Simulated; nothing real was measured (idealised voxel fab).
process module | voxel wiring stack
cross-section cut | 275 nm wide | cells 5 nm
A cross-section is a grid of square cells, given in bands from the top down. A band is one or more rows of cells.
Each band's line starts with the height of the band's top and of its bottom, in nm. Then come its materials from left to right, each with its width in nm. One material with "throughout" fills the band from edge to edge. "air" is empty space.
Height 0 is the level under which the wafer as received is all one material. The lowest band goes on downwards, as in "0 down".
A width such as "30 to 40" changes by the same amount from each row of cells to the next, from the band's top row to its bottom row.
"no change" after a step means that no cell of the cross-section changed.
closed voids: empty space of 8 cells or more with no open way to the top, each as width x height at its distance from the left edge, in nm
after a step's settings: what the simulator itself notes on the step
overlay nm, on a step with a mask: how far to the right of its planned place the mask lay; to the left if negative
plan
1 op RECEIVE | material Si
2 op CONFORMAL_DEP | material SiO2 | thk nm 15
3 op DIRECTIONAL_DEP | material TiN | thk nm 5
4 op DIRECTIONAL_DEP | material W | thk nm 25
5 op DIRECTIONAL_DEP | material aC | thk nm 10
6 op PATTERN | tone cover | mask id METAL_1 | material resist | width nm 25 | pitch nm 55 | thk nm 30 | overlay nm 0
7 op DIRECTIONAL_ETCH | etch materials aC | depth nm 10
8 op STRIP | etch materials resist
9 op DIRECTIONAL_ETCH | etch materials W | depth nm 25
10 op DIRECTIONAL_ETCH | etch materials TiN | depth nm 5
11 op STRIP | etch materials aC
12 op FILL_DEP | material SiO2 | thk nm 5
13 op CMP | height nm 45
14 op CONFORMAL_DEP | material SiCN | thk nm 5
15 op DIRECTIONAL_DEP | material SiO2 | thk nm 15
16 op DIRECTIONAL_DEP | material aC | thk nm 15
17 op PATTERN | tone open | mask id PLUG_1 | material resist | width nm 15 | pitch nm 110 | thk nm 35 | overlay nm 0
18 op DIRECTIONAL_ETCH | etch materials aC | depth nm 15
19 op STRIP | etch materials resist
20 op DIRECTIONAL_ETCH | etch materials SiO2 | depth nm 15
21 op DIRECTIONAL_ETCH | etch materials SiCN | depth nm 5
22 op STRIP | etch materials aC
23 op CONFORMAL_DEP | material TiN | thk nm 5
24 op FILL_DEP | material Cu | thk nm 10
25 op CMP | height nm 65
26 op DIRECTIONAL_DEP | material TiN | thk nm 5
27 op DIRECTIONAL_DEP | material W | thk nm 15
28 op PATTERN | tone cover | mask id METAL_2 | material resist | width nm 25 | pitch nm 55 | thk nm 20 | overlay nm 0
29 op DIRECTIONAL_ETCH | etch materials W | depth nm 15
30 op DIRECTIONAL_ETCH | etch materials TiN | depth nm 5
31 op STRIP | etch materials resist
32 op CONFORMAL_DEP | material SiCN | thk nm 5
33 op FILL_DEP | material SiO2 | thk nm 10
34 op CMP | height nm 85
35 op CONFORMAL_DEP | material SiCN | thk nm 5
36 op DIRECTIONAL_DEP | material SiO2 | thk nm 25
37 op PATTERN | tone open | mask id METAL_3 | material resist | width nm 25 | pitch nm 55 | thk nm 20 | overlay nm 0
38 op DIRECTIONAL_ETCH | etch materials SiO2 | depth nm 15
39 op STRIP | etch materials resist
40 op PATTERN | tone open | mask id METAL_3_HOLES | material resist | width nm 15 | pitch nm 55 | thk nm 20 | overlay nm 0
41 op DIRECTIONAL_ETCH | etch materials SiO2 | depth nm 10
42 op DIRECTIONAL_ETCH | etch materials SiCN | depth nm 5
43 op STRIP | etch materials resist
44 op CONFORMAL_DEP | material TiN | thk nm 5
45 op FILL_DEP | material Ru | thk nm 5
46 op CMP | height nm 115
47 op CONFORMAL_DEP | material SiCN | thk nm 5
48 op DIRECTIONAL_DEP | material lowk | thk nm 30
49 op DIRECTIONAL_DEP | material aC | thk nm 15
50 op PATTERN | tone open | mask id METAL_4 | material resist | width nm 25 | pitch nm 55 | thk nm 35 | overlay nm 0
51 op DIRECTIONAL_ETCH | etch materials aC | depth nm 15
52 op STRIP | etch materials resist
53 op DIRECTIONAL_ETCH | etch materials lowk | depth nm 15
54 op STRIP | etch materials aC
55 op DIRECTIONAL_DEP | material aC | thk nm 10
56 op PATTERN | tone open | mask id METAL_4_HOLES | material resist | width nm 15 | pitch nm 55 | thk nm 25 | overlay nm 0
57 op DIRECTIONAL_ETCH | etch materials aC | depth nm 10
58 op STRIP | etch materials resist
59 op DIRECTIONAL_ETCH | etch materials lowk | depth nm 15
60 op DIRECTIONAL_ETCH | etch materials SiCN | depth nm 5
61 op STRIP | etch materials aC
62 op CONFORMAL_DEP | material TiN | thk nm 5
63 op FILL_DEP | material Cu | thk nm 10
64 op CMP | height nm 150
65 op CONFORMAL_DEP | material SiN | thk nm 5
as received, after step 1
  0 down: Si throughout
  closed voids: none
first wafer at the end, as planned
  155 to 150: SiN throughout
  150 to 140: lowk 40 | TiN 5 | Cu 15 | TiN 5 | lowk 30 | TiN 5 | Cu 15 | TiN 5 | lowk 30 | TiN 5 | Cu 15 | TiN 5 | lowk 30 | TiN 5 | Cu 15 | TiN 5 | lowk 45
  140 to 135: lowk 40 | TiN 5 | Cu 5 | TiN 15 | lowk 30 | TiN 5 | Cu 5 | TiN 15 | lowk 30 | TiN 5 | Cu 5 | TiN 15 | lowk 30 | TiN 5 | Cu 5 | TiN 15 | lowk 45
  135 to 120: lowk 40 | TiN 5 | Cu 5 | TiN 5 | lowk 40 | TiN 5 | Cu 5 | TiN 5 | lowk 40 | TiN 5 | Cu 5 | TiN 5 | lowk 40 | TiN 5 | Cu 5 | TiN 5 | lowk 55
  120 to 115: SiCN 40 | TiN 15 | SiCN 40 | TiN 15 | SiCN 40 | TiN 15 | SiCN 40 | TiN 15 | SiCN 55
  115 to 105: SiO2 40 | TiN 5 | Ru 15 | TiN 5 | SiO2 30 | TiN 5 | Ru 15 | TiN 5 | SiO2 30 | TiN 5 | Ru 15 | TiN 5 | SiO2 30 | TiN 5 | Ru 15 | TiN 5 | SiO2 45
  105 to 100: SiO2 40 | TiN 5 | Ru 5 | TiN 15 | SiO2 30 | TiN 5 | Ru 5 | TiN 15 | SiO2 30 | TiN 5 | Ru 5 | TiN 15 | SiO2 30 | TiN 5 | Ru 5 | TiN 15 | SiO2 45
  100 to 90: SiO2 40 | TiN 5 | Ru 5 | TiN 5 | SiO2 40 | TiN 5 | Ru 5 | TiN 5 | SiO2 40 | TiN 5 | Ru 5 | TiN 5 | SiO2 40 | TiN 5 | Ru 5 | TiN 5 | SiO2 55
  90 to 85: SiCN 40 | TiN 15 | SiCN 40 | TiN 15 | SiCN 40 | TiN 15 | SiCN 40 | TiN 15 | SiCN 55
  85 to 70: SiO2 35 | SiCN 5 | W 25 | SiCN 5 | SiO2 20 | SiCN 5 | W 25 | SiCN 5 | SiO2 20 | SiCN 5 | W 25 | SiCN 5 | SiO2 20 | SiCN 5 | W 25 | SiCN 5 | SiO2 40
  70 to 65: SiCN 40 | TiN 25 | SiCN 30 | TiN 25 | SiCN 30 | TiN 25 | SiCN 30 | TiN 25 | SiCN 45
  65 to 50: SiO2 40 | TiN 5 | Cu 5 | TiN 5 | SiO2 95 | TiN 5 | Cu 5 | TiN 5 | SiO2 110
  50 to 45: SiCN 40 | TiN 15 | SiCN 95 | TiN 15 | SiCN 110
  45 to 20: SiO2 40 | W 25 | SiO2 30 | W 25 | SiO2 30 | W 25 | SiO2 30 | W 25 | SiO2 45
  20 to 15: SiO2 40 | TiN 25 | SiO2 30 | TiN 25 | SiO2 30 | TiN 25 | SiO2 30 | TiN 25 | SiO2 45
  15 to 0: SiO2 throughout
  0 down: Si throughout
  closed voids: none
second wafer at the end: like start, like plan, one mistake
  155 to 150: SiN throughout
  150 to 140: lowk 40 | TiN 5 | Cu 15 | TiN 5 | lowk 30 | TiN 5 | Cu 15 | TiN 5 | lowk 30 | TiN 5 | Cu 15 | TiN 5 | lowk 30 | TiN 5 | Cu 15 | TiN 5 | lowk 45
  140 to 135: lowk 40 | TiN 5 | Cu 5 | TiN 15 | lowk 30 | TiN 5 | Cu 5 | TiN 15 | lowk 30 | TiN 5 | Cu 5 | TiN 15 | lowk 30 | TiN 5 | Cu 5 | TiN 15 | lowk 45
  135 to 120: lowk 40 | TiN 5 | Cu 5 | TiN 5 | lowk 40 | TiN 5 | Cu 5 | TiN 5 | lowk 40 | TiN 5 | Cu 5 | TiN 5 | lowk 40 | TiN 5 | Cu 5 | TiN 5 | lowk 55
  120 to 115: SiCN 40 | TiN 15 | SiCN 40 | TiN 15 | SiCN 40 | TiN 15 | SiCN 40 | TiN 15 | SiCN 55
  115 to 105: SiO2 40 | TiN 5 | Ru 15 | TiN 5 | SiO2 30 | TiN 5 | Ru 15 | TiN 5 | SiO2 30 | TiN 5 | Ru 15 | TiN 5 | SiO2 30 | TiN 5 | Ru 15 | TiN 5 | SiO2 45
  105 to 100: SiO2 40 | TiN 5 | Ru 5 | TiN 15 | SiO2 30 | TiN 5 | Ru 5 | TiN 15 | SiO2 30 | TiN 5 | Ru 5 | TiN 15 | SiO2 30 | TiN 5 | Ru 5 | TiN 15 | SiO2 45
  100 to 90: SiO2 40 | TiN 5 | Ru 5 | TiN 5 | SiO2 40 | TiN 5 | Ru 5 | TiN 5 | SiO2 40 | TiN 5 | Ru 5 | TiN 5 | SiO2 40 | TiN 5 | Ru 5 | TiN 5 | SiO2 55
  90 to 85: SiCN 40 | TiN 15 | SiCN 40 | TiN 15 | SiCN 40 | TiN 15 | SiCN 40 | TiN 15 | SiCN 55
  85 to 70: SiO2 35 | SiCN 5 | W 25 | SiCN 5 | SiO2 20 | SiCN 5 | W 25 | SiCN 5 | SiO2 20 | SiCN 5 | W 25 | SiCN 5 | SiO2 20 | SiCN 5 | W 25 | SiCN 5 | SiO2 40
  70 to 65: SiCN 40 | TiN 25 | SiCN 30 | TiN 25 | SiCN 30 | TiN 25 | SiCN 30 | TiN 25 | SiCN 45
  65 to 50: SiO2 40 | TiN 5 | Cu 5 | TiN 5 | SiO2 95 | TiN 5 | Cu 5 | TiN 5 | SiO2 110
  50 to 45: SiCN 40 | TiN 15 | SiCN 95 | TiN 15 | SiCN 110
  45 to 20: SiO2 30 | W 25 | SiO2 30 | W 25 | SiO2 30 | W 25 | SiO2 30 | W 25 | SiO2 55
  20 to 15: SiO2 30 | TiN 25 | SiO2 30 | TiN 25 | SiO2 30 | TiN 25 | SiO2 30 | TiN 25 | SiO2 55
  15 to 0: SiO2 throughout
  0 down: Si throughout
  closed voids: none
what went wrong: step 6 ran as: op PATTERN | tone cover | mask id METAL_1 | material resist | width nm 25 | pitch nm 55 | thk nm 30 | overlay nm -10
at the end the second wafer has, in cells: as many of each material as the first, in other places
